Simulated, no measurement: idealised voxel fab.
Name of the process module below: voxel self aligned contacts
Square cell edge 5 nm, section width 185 nm, ID cut.
We lay out every cross-section as a grid of square cells and spell it out in bands from the top down, where one band means one or more rows of cells. First you get the band's top height and its bottom height, in nm, and then the materials it's made of, left to right, with each width in nm. If you see a single material with "throughout", that one covers the band edge to edge. "air" is empty space. Height is counted from the level 0, under which the received wafer is composed throughout of one material. The lowest of the bands is not closed at the bottom but continues downward, in the notation "z 0 and below". Graded width ("30 to 40"): value in top row of band = first number; value in bottom row = second number; row-to-row change constant. Basically "all unchanged" means that step didn't change any cell in the cross-section. Heads up: "Fully sealed voids" only lists the empty pockets with no open path to the top that are 8 cells or more, and it writes them as width x height at distance, distance from the left edge, in nm. Text after the settings on a step's line: the simulator's own remark on that step. overlay nm, on a step with a mask: how far to the right of its planned place the mask lay; to the left if negative. So the way this works: pairs, before and after one process step. The after picture only goes down to the lowest band that actually changed, nothing below. Step and its settings are under each pair. And watch out, pairs might come from different runs of this module, same starting wafer though, so a pair only follows on from the one above if its "before" entry tells you so.
Before
	z 55 to 35: air: 45 / SiN: 40 / air: 20 / SiN: 40 / air: 40
	z 35 to 5: air: 40 / SiN: 10 / polySi: 25 / SiN: 10 / air: 15 / SiN: 10 / polySi: 25 / SiN: 10 / air: 40
	z 5 to 0: SiO2 throughout
	z 0 and below: Si throughout
	Fully sealed voids: none
Post-Process View
	z 65 to 55: SiO2 throughout
	z 55 to 35: SiO2: 45 / SiN: 40 / SiO2: 20 / SiN: 40 / SiO2: 40
	z 35 to 5: SiO2: 40 / SiN: 10 / polySi: 25 / SiN: 10 / SiO2: 15 / SiN: 10 / polySi: 25 / SiN: 10 / SiO2: 40
	Anything lower than 5 is untouched.
	Fully sealed voids: none
Between the two cross-sections shown above lies FILL_DEP, material SiO2, thk nm 10
before: look at the pair above, its after cross-section is where this step starts.
Post-Process View
	z 60 to 55: SiO2 throughout
	Anything lower than 55 is untouched.
	Fully sealed voids: none
Between the two cross-sections shown above lies CMP, height nm 60
before: look at the pair above, its after cross-section is where this step starts.
Post-Process View
	z 70 to 60: aC throughout
	Anything lower than 60 is untouched.
	Fully sealed voids: none
Between the two cross-sections shown above lies DIRECTIONAL_DEP, material aC, thk nm 10
before: look at the pair above, its after cross-section is where this step starts.
Post-Process View
	z 95 to 70: resist: 70 / air: 45 / resist: 70
	Anything lower than 70 is untouched.
	Fully sealed voids: none
Between the two cross-sections shown above lies PATTERN, tone open, mask id CONTACT, material resist, width nm 45, thk nm 25, overlay nm 0
before: look at the pair above, its after cross-section is where this step starts.
Post-Process View
	z 85 to 70: resist: 70 / air: 45 / resist: 70
	z 70 to 60: aC: 70 / air: 45 / aC: 70
	Anything lower than 60 is untouched.
	Fully sealed voids: none
Between the two cross-sections shown above lies DIRECTIONAL_ETCH, etch materials aC, depth nm 10
before: look at the pair above, its after cross-section is where this step starts.
Post-Process View
	z 70 to 60: aC: 70 / air: 45 / aC: 70
	Anything lower than 60 is untouched.
	Fully sealed voids: none
Between the two cross-sections shown above lies STRIP, etch materials resist
before: look at the pair above, its after cross-section is where this step starts.
Post-Process View
	z 70 to 60: aC: 70 / air: 45 / aC: 70
	z 60 to 55: SiO2: 70 / air: 45 / SiO2: 70
	z 55 to 35: SiO2: 45 / SiN: 40 / air: 20 / SiN: 40 / SiO2: 40
	z 35 to 5: SiO2: 40 / SiN: 10 / polySi: 25 / SiN: 10 / air: 15 / SiN: 10 / polySi: 25 / SiN: 10 / SiO2: 40
	z 5 to 0: SiO2: 85 / air: 15 / SiO2: 85
	Anything lower than 0 is untouched.
	Fully sealed voids: none
Between the two cross-sections shown above lies DIRECTIONAL_ETCH, etch materials SiO2, depth nm 60
before: look at the pair above, its after cross-section is where this step starts.
Post-Process View
	z 60 to 55: SiO2: 70 / air: 45 / SiO2: 70
	Anything lower than 55 is untouched.
	Fully sealed voids: none
Between the two cross-sections shown above lies STRIP, etch materials aC
before: look at the pair above, its after cross-section is where this step starts.
Post-Process View
	z 65 to 60: TiN: 75 / air: 35 / TiN: 75
	z 60 to 55: SiO2: 70 / TiN: 20 / air: 10 / TiN: 15 / SiO2: 70
	z 55 to 40: SiO2: 45 / SiN: 40 / TiN: 5 / air: 10 / TiN: 5 / SiN: 40 / SiO2: 40
	z 40 to 35: SiO2: 45 / SiN: 40 / TiN: 5 / air: 5 / TiN: 10 / SiN: 40 / SiO2: 40
	z 35 to 5: SiO2: 40 / SiN: 10 / polySi: 25 / SiN: 10 / TiN: 5 / air: 5 / TiN: 5 / SiN: 10 / polySi: 25 / SiN: 10 / SiO2: 40
	z 5 to 0: SiO2: 85 / TiN: 15 / SiO2: 85
	Anything lower than 0 is untouched.
	Fully sealed voids: none
Between the two cross-sections shown above lies CONFORMAL_DEP, material TiN, thk nm 5
before: look at the pair above, its after cross-section is where this step starts.
Post-Process View
	z 75 to 65: Ru throughout
	z 65 to 60: TiN: 75 / Ru: 35 / TiN: 75
	z 60 to 55: SiO2: 70 / TiN: 20 / Ru: 10 / TiN: 15 / SiO2: 70
	z 55 to 40: SiO2: 45 / SiN: 40 / TiN: 5 / Ru: 10 / TiN: 5 / SiN: 40 / SiO2: 40
	z 40 to 35: SiO2: 45 / SiN: 40 / TiN: 5 / Ru: 5 / TiN: 10 / SiN: 40 / SiO2: 40
	z 35 to 5: SiO2: 40 / SiN: 10 / polySi: 25 / SiN: 10 / TiN: 5 / Ru: 5 / TiN: 5 / SiN: 10 / polySi: 25 / SiN: 10 / SiO2: 40
	Anything lower than 5 is untouched.
	Fully sealed voids: none
Between the two cross-sections shown above lies FILL_DEP, material Ru, thk nm 10
before: look at the pair above, its after cross-section is where this step starts.
Post-Process View
	z 60 to 55: SiO2: 70 / TiN: 20 / Ru: 10 / TiN: 15 / SiO2: 70
	Anything lower than 55 is untouched.
	Fully sealed voids: none
Between the two cross-sections shown above lies CMP, height nm 60
before: look at the pair above, its after cross-section is where this step starts.
Post-Process View
	z 65 to 60: SiCN throughout
	Anything lower than 60 is untouched.
	Fully sealed voids: none
Between the two cross-sections shown above lies CONFORMAL_DEP, material SiCN, thk nm 5
Before
	z 70 to 60: aC throughout
	z 60 to 55: SiO2 throughout
	z 55 to 35: SiO2: 40 / SiN: 45 / SiO2: 15 / SiN: 45 / SiO2: 40
	z 35 to 5: SiO2: 40 / SiN: 10 / polySi: 25 / SiN: 10 / SiO2: 15 / SiN: 10 / polySi: 25 / SiN: 10 / SiO2: 40
	z 5 to 0: SiO2 throughout
	z 0 and below: Si throughout
	Fully sealed voids: none
Post-Process View
	z 95 to 70: resist: 60 / air: 45 / resist: 80
	Anything lower than 70 is untouched.
	Fully sealed voids: none
Between the two cross-sections shown above lies PATTERN, tone open, mask id CONTACT, material resist, width nm 45, thk nm 25, overlay nm -10
before: look at the pair above, its after cross-section is where this step starts.
Post-Process View
	z 85 to 70: resist: 60 / air: 45 / resist: 80
	z 70 to 60: aC: 60 / air: 45 / aC: 80
	Anything lower than 60 is untouched.
	Fully sealed voids: none
Between the two cross-sections shown above lies DIRECTIONAL_ETCH, etch materials aC, depth nm 10
before: look at the pair above, its after cross-section is where this step starts.
Post-Process View
	z 70 to 60: aC: 60 / air: 45 / aC: 80
	Anything lower than 60 is untouched.
	Fully sealed voids: none
Between the two cross-sections shown above lies STRIP, etch materials resist
before: look at the pair above, its after cross-section is where this step starts.
Post-Process View
	z 70 to 60: aC: 60 / air: 45 / aC: 80
	z 60 to 55: SiO2: 60 / air: 45 / SiO2: 80
	z 55 to 35: SiO2: 40 / SiN: 45 / air: 15 / SiN: 45 / SiO2: 40
	z 35 to 5: SiO2: 40 / SiN: 10 / polySi: 25 / SiN: 10 / air: 15 / SiN: 10 / polySi: 25 / SiN: 10 / SiO2: 40
	z 5 to 0: SiO2: 85 / air: 15 / SiO2: 85
	Anything lower than 0 is untouched.
	Fully sealed voids: none
Between the two cross-sections shown above lies DIRECTIONAL_ETCH, etch materials SiO2, depth nm 60
before: look at the pair above, its after cross-section is where this step starts.
Post-Process View
	z 60 to 55: SiO2: 60 / air: 45 / SiO2: 80
	Anything lower than 55 is untouched.
	Fully sealed voids: none
Between the two cross-sections shown above lies STRIP, etch materials aC
before: look at the pair above, its after cross-section is where this step starts.
Post-Process View
	z 65 to 60: TiN: 65 / air: 35 / TiN: 85
	z 60 to 55: SiO2: 60 / TiN: 30 / air: 5 / TiN: 10 / SiO2: 80
	z 55 to 35: SiO2: 40 / SiN: 45 / TiN: 5 / air: 5 / TiN: 5 / SiN: 45 / SiO2: 40
	z 35 to 5: SiO2: 40 / SiN: 10 / polySi: 25 / SiN: 10 / TiN: 5 / air: 5 / TiN: 5 / SiN: 10 / polySi: 25 / SiN: 10 / SiO2: 40
	z 5 to 0: SiO2: 85 / TiN: 15 / SiO2: 85
	Anything lower than 0 is untouched.
	Fully sealed voids: none
Between the two cross-sections shown above lies CONFORMAL_DEP, material TiN, thk nm 5
before: look at the pair above, its after cross-section is where this step starts.
Post-Process View
	z 75 to 65: Ru throughout
	z 65 to 60: TiN: 65 / Ru: 35 / TiN: 85
	z 60 to 55: SiO2: 60 / TiN: 30 / Ru: 5 / TiN: 10 / SiO2: 80
	z 55 to 35: SiO2: 40 / SiN: 45 / TiN: 5 / Ru: 5 / TiN: 5 / SiN: 45 / SiO2: 40
	z 35 to 5: SiO2: 40 / SiN: 10 / polySi: 25 / SiN: 10 / TiN: 5 / Ru: 5 / TiN: 5 / SiN: 10 / polySi: 25 / SiN: 10 / SiO2: 40
	Anything lower than 5 is untouched.
	Fully sealed voids: none
Between the two cross-sections shown above lies FILL_DEP, material Ru, thk nm 10
before: look at the pair above, its after cross-section is where this step starts.
Post-Process View
	z 60 to 55: SiO2: 60 / TiN: 30 / Ru: 5 / TiN: 10 / SiO2: 80
	Anything lower than 55 is untouched.
	Fully sealed voids: none
Between the two cross-sections shown above lies CMP, height nm 60
before: look at the pair above, its after cross-section is where this step starts.
Post-Process View
	z 65 to 60: SiCN throughout
	Anything lower than 60 is untouched.
	Fully sealed voids: none
Between the two cross-sections shown above lies CONFORMAL_DEP, material SiCN, thk nm 5
Before
	z 55 to 35: air: 40 / SiN: 45 / air: 15 / SiN: 45 / air: 40
	z 35 to 5: air: 40 / SiN: 10 / polySi: 25 / SiN: 10 / air: 15 / SiN: 10 / polySi: 25 / SiN: 10 / air: 40
	z 5 to 0: SiO2 throughout
	z 0 and below: Si throughout
	Fully sealed voids: none
Post-Process View
	z 65 to 55: aC throughout
	z 55 to 35: aC: 40 / SiN: 45 / aC: 15 / SiN: 45 / aC: 40
	z 35 to 5: aC: 40 / SiN: 10 / polySi: 25 / SiN: 10 / aC: 15 / SiN: 10 / polySi: 25 / SiN: 10 / aC: 40
	Anything lower than 5 is untouched.
	Fully sealed voids: none
Between the two cross-sections shown above lies FILL_DEP, material aC, thk nm 10
before: look at the pair above, its after cross-section is where this step starts.
Post-Process View
	z 60 to 55: aC throughout
	Anything lower than 55 is untouched.
	Fully sealed voids: none
Between the two cross-sections shown above lies CMP, height nm 60
before: look at the pair above, its after cross-section is where this step starts.
Post-Process View
	z 70 to 55: aC throughout
	Anything lower than 55 is untouched.
	Fully sealed voids: none
Between the two cross-sections shown above lies DIRECTIONAL_DEP, material aC, thk nm 10
before: look at the pair above, its after cross-section is where this step starts.
Post-Process View
	z 95 to 70: resist: 70 / air: 45 / resist: 70
	Anything lower than 70 is untouched.
	Fully sealed voids: none
Between the two cross-sections shown above lies PATTERN, tone open, mask id CONTACT, material resist, width nm 45, thk nm 25, overlay nm 0
before: look at the pair above, its after cross-section is where this step starts.
Post-Process View
	z 85 to 70: resist: 70 / air: 45 / resist: 70
	z 70 to 60: aC: 70 / air: 45 / aC: 70
	Anything lower than 60 is untouched.
	Fully sealed voids: none
Between the two cross-sections shown above lies DIRECTIONAL_ETCH, etch materials aC, depth nm 10
before: look at the pair above, its after cross-section is where this step starts.
Post-Process View
	z 70 to 60: aC: 70 / air: 45 / aC: 70
	Anything lower than 60 is untouched.
	Fully sealed voids: none
Between the two cross-sections shown above lies STRIP, etch materials resist
before: look at the pair above, its after cross-section is where this step starts.
Post-Process View
	z 55 to 35: air: 40 / SiN: 45 / air: 15 / SiN: 45 / air: 40
	z 35 to 5: air: 40 / SiN: 10 / polySi: 25 / SiN: 10 / air: 15 / SiN: 10 / polySi: 25 / SiN: 10 / air: 40
	Anything lower than 5 is untouched.
	Fully sealed voids: none
Between the two cross-sections shown above lies STRIP, etch materials aC
before: look at the pair above, its after cross-section is where this step starts.
Post-Process View
	z 60 to 55: air: 35 / TiN: 55 / air: 5 / TiN: 55 / air: 35
	z 55 to 35: air: 35 / TiN: 5 / SiN: 45 / TiN: 5 / air: 5 / TiN: 5 / SiN: 45 / TiN: 5 / air: 35
	z 35 to 10: air: 35 / TiN: 5 / SiN: 10 / polySi: 25 / SiN: 10 / TiN: 5 / air: 5 / TiN: 5 / SiN: 10 / polySi: 25 / SiN: 10 / TiN: 5 / air: 35
	z 10 to 5: TiN: 40 / SiN: 10 / polySi: 25 / SiN: 10 / TiN: 15 / SiN: 10 / polySi: 25 / SiN: 10 / TiN: 40
	Anything lower than 5 is untouched.
	Fully sealed voids: none
Between the two cross-sections shown above lies CONFORMAL_DEP, material TiN, thk nm 5
before: look at the pair above, its after cross-section is where this step starts.
Post-Process View
	z 70 to 60: Ru throughout
	z 60 to 55: Ru: 35 / TiN: 55 / Ru: 5 / TiN: 55 / Ru: 35
	z 55 to 35: Ru: 35 / TiN: 5 / SiN: 45 / TiN: 5 / Ru: 5 / TiN: 5 / SiN: 45 / TiN: 5 / Ru: 35
	z 35 to 10: Ru: 35 / TiN: 5 / SiN: 10 / polySi: 25 / SiN: 10 / TiN: 5 / Ru: 5 / TiN: 5 / SiN: 10 / polySi: 25 / SiN: 10 / TiN: 5 / Ru: 35
	Anything lower than 10 is untouched.
	Fully sealed voids: none
Between the two cross-sections shown above lies FILL_DEP, material Ru, thk nm 10
before: look at the pair above, its after cross-section is where this step starts.
Post-Process View
	z 60 to 55: Ru: 35 / TiN: 55 / Ru: 5 / TiN: 55 / Ru: 35
	Anything lower than 55 is untouched.
	Fully sealed voids: none
Between the two cross-sections shown above lies CMP, height nm 60
before: look at the pair above, its after cross-section is where this step starts.
Post-Process View
	z 65 to 60: SiCN throughout
	Anything lower than 60 is untouched.
	Fully sealed voids: none
Between the two cross-sections shown above lies CONFORMAL_DEP, material SiCN, thk nm 5
Before
	z 55 to 35: SiN throughout
	z 35 to 5: polySi throughout
	z 5 to 0: SiO2 throughout
	z 0 and below: Si throughout
	Fully sealed voids: none
Post-Process View
	z 55 to 35: SiN: 50 / air: 25 / SiN: 35 / air: 25 / SiN: 50
	Anything lower than 35 is untouched.
	Fully sealed voids: none
Between the two cross-sections shown above lies MASKED_ETCH, tone open, mask id GATE, width nm 25, pitch nm 60, etch materials SiN, depth nm 20, overlay nm 0
before: look at the pair above, its after cross-section is where this step starts.
Post-Process View
	z 65 to 45: SiN: 60 / air: 5 / SiN: 55 / air: 5 / SiN: 60
	z 45 to 35: SiN throughout
	Anything lower than 35 is untouched.
	Fully sealed voids: none
Between the two cross-sections shown above lies CONFORMAL_DEP, material SiN, thk nm 10
before: look at the pair above, its after cross-section is where this step starts.
Post-Process View
	z 55 to 35: SiN: 60 / air: 5 / SiN: 55 / air: 5 / SiN: 60
	Anything lower than 35 is untouched.
	Fully sealed voids: none
Between the two cross-sections shown above lies DIRECTIONAL_ETCH, etch materials SiN, depth nm 10
before: look at the pair above, its after cross-section is where this step starts.
Post-Process View
	z 65 to 55: SiO2 throughout
	z 55 to 35: SiN: 60 / SiO2: 5 / SiN: 55 / SiO2: 5 / SiN: 60
	Anything lower than 35 is untouched.
	Fully sealed voids: none
Between the two cross-sections shown above lies FILL_DEP, material SiO2, thk nm 10
before: look at the pair above, its after cross-section is where this step starts.
Post-Process View
	z 60 to 55: SiO2 throughout
	Anything lower than 55 is untouched.
	Fully sealed voids: none
Between the two cross-sections shown above lies CMP, height nm 60
before: look at the pair above, its after cross-section is where this step starts.
Post-Process View
	z 70 to 60: aC throughout
	Anything lower than 60 is untouched.
	Fully sealed voids: none
Between the two cross-sections shown above lies DIRECTIONAL_DEP, material aC, thk nm 10
before: look at the pair above, its after cross-section is where this step starts.
Post-Process View
	z 95 to 70: resist: 70 / air: 45 / resist: 70
	Anything lower than 70 is untouched.
	Fully sealed voids: none
Between the two cross-sections shown above lies PATTERN, tone open, mask id CONTACT, material resist, width nm 45, thk nm 25, overlay nm 0
before: look at the pair above, its after cross-section is where this step starts.
Post-Process View
	z 85 to 70: resist: 70 / air: 45 / resist: 70
	z 70 to 60: aC: 70 / air: 45 / aC: 70
	Anything lower than 60 is untouched.
	Fully sealed voids: none
Between the two cross-sections shown above lies DIRECTIONAL_ETCH, etch materials aC, depth nm 10
before: look at the pair above, its after cross-section is where this step starts.
Post-Process View
	z 70 to 60: aC: 70 / air: 45 / aC: 70
	Anything lower than 60 is untouched.
	Fully sealed voids: none
Between the two cross-sections shown above lies STRIP, etch materials resist
before: look at the pair above, its after cross-section is where this step starts.
Post-Process View
	z 70 to 60: aC: 70 / air: 45 / aC: 70
	z 60 to 55: SiO2: 70 / air: 45 / SiO2: 70
	Anything lower than 55 is untouched.
	Fully sealed voids: none
Between the two cross-sections shown above lies DIRECTIONAL_ETCH, etch materials SiO2, depth nm 60
before: look at the pair above, its after cross-section is where this step starts.
Post-Process View
	z 60 to 55: SiO2: 70 / air: 45 / SiO2: 70
	Anything lower than 55 is untouched.
	Fully sealed voids: none
Between the two cross-sections shown above lies STRIP, etch materials aC
before: look at the pair above, its after cross-section is where this step starts.
Post-Process View
	z 65 to 60: TiN: 75 / air: 35 / TiN: 75
	z 60 to 55: SiO2: 70 / TiN: 45 / SiO2: 70
	Anything lower than 55 is untouched.
	Fully sealed voids: none
Between the two cross-sections shown above lies CONFORMAL_DEP, material TiN, thk nm 5
before: look at the pair above, its after cross-section is where this step starts.
Post-Process View
	z 75 to 65: Ru throughout
	z 65 to 60: TiN: 75 / Ru: 35 / TiN: 75
	Anything lower than 60 is untouched.
	Fully sealed voids: none
Between the two cross-sections shown above lies FILL_DEP, material Ru, thk nm 10
before: look at the pair above, its after cross-section is where this step starts.
Post-Process View
	z 60 to 55: SiO2: 70 / TiN: 45 / SiO2: 70
	Anything lower than 55 is untouched.
	Fully sealed voids: none
Between the two cross-sections shown above lies CMP, height nm 60
before: look at the pair above, its after cross-section is where this step starts.
Post-Process View
	z 65 to 60: SiCN throughout
	Anything lower than 60 is untouched.
	Fully sealed voids: none
Between the two cross-sections shown above lies CONFORMAL_DEP, material SiCN, thk nm 5
